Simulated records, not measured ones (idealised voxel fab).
process module | voxel lift off
cross-section cut | 195 nm wide | cells 5 nm
A cross-section is a grid of square cells, given in bands from the top down. A band is one or more rows of cells.
Each band's line starts with the height of the band's top and of its bottom, in nm. Then come its materials from left to right, each with its width in nm. One material with "throughout" fills the band from edge to edge. "air" is empty space.
Height 0 is the level under which the wafer as received is all one material. The lowest band goes on downwards, as in "0 down".
A width such as "30 to 40" changes by the same amount from each row of cells to the next, from the band's top row to its bottom row.
"no change" after a step means that no cell of the cross-section changed.
closed voids: empty space of 8 cells or more with no open way to the top, each as width x height at its distance from the left edge, in nm
after a step's settings: what the simulator itself notes on the step
overlay nm, on a step with a mask: how far to the right of its planned place the mask lay; to the left if negative
plan
1 op RECEIVE | material Si
2 op CONFORMAL_DEP | material SiN | thk nm 5
3 op PATTERN | tone open | mask id LINES | material resist | width nm 30 | pitch nm 50 | thk nm 15 | overlay nm 0
4 op DIRECTIONAL_DEP | material Ru | thk nm 5
5 op STRIP | etch materials resist
6 op CONFORMAL_DEP | material SiO2 | thk nm 10
first wafer, as planned
as received, after step 1
  0 down: Si throughout
  closed voids: none
after step 2
  5 to 0: SiN throughout
  below 0: unchanged
after step 3
  20 to 5: resist 30 | air 30 | resist 20 | air 30 | resist 20 | air 30 | resist 35
  below 5: unchanged
after step 4
  25 to 20: Ru 30 | air 30 | Ru 20 | air 30 | Ru 20 | air 30 | Ru 35
  20 to 10: resist 30 | air 30 | resist 20 | air 30 | resist 20 | air 30 | resist 35
  10 to 5: resist 30 | Ru 30 | resist 20 | Ru 30 | resist 20 | Ru 30 | resist 35
  below 5: unchanged
after step 5
  10 to 5: air 30 | Ru 30 | air 20 | Ru 30 | air 20 | Ru 30 | air 35
  below 5: unchanged
after step 6
  20 to 15: air 20 | SiO2 150 | air 25
  15 to 10: SiO2 throughout
  10 to 5: SiO2 30 | Ru 30 | SiO2 20 | Ru 30 | SiO2 20 | Ru 30 | SiO2 35
  below 5: unchanged
second wafer: like start, like plan, one mistake. Through step 4 it matches the first wafer
when step 5 should have ended
  10 to 5: air 30 | Ru 30 | air 20 | Ru 30 | air 20 | Ru 30 | air 35
  below 5: unchanged
when step 6 should have ended
  20 to 15: air 20 | SiO2 150 | air 25
  15 to 10: SiO2 throughout
  10 to 5: SiO2 30 | Ru 30 | SiO2 20 | Ru 30 | SiO2 20 | Ru 30 | SiO2 35
  below 5: unchanged
what went wrong: step 5 was run twice
at the end the two cross-sections are the same: no effect in what this model computes
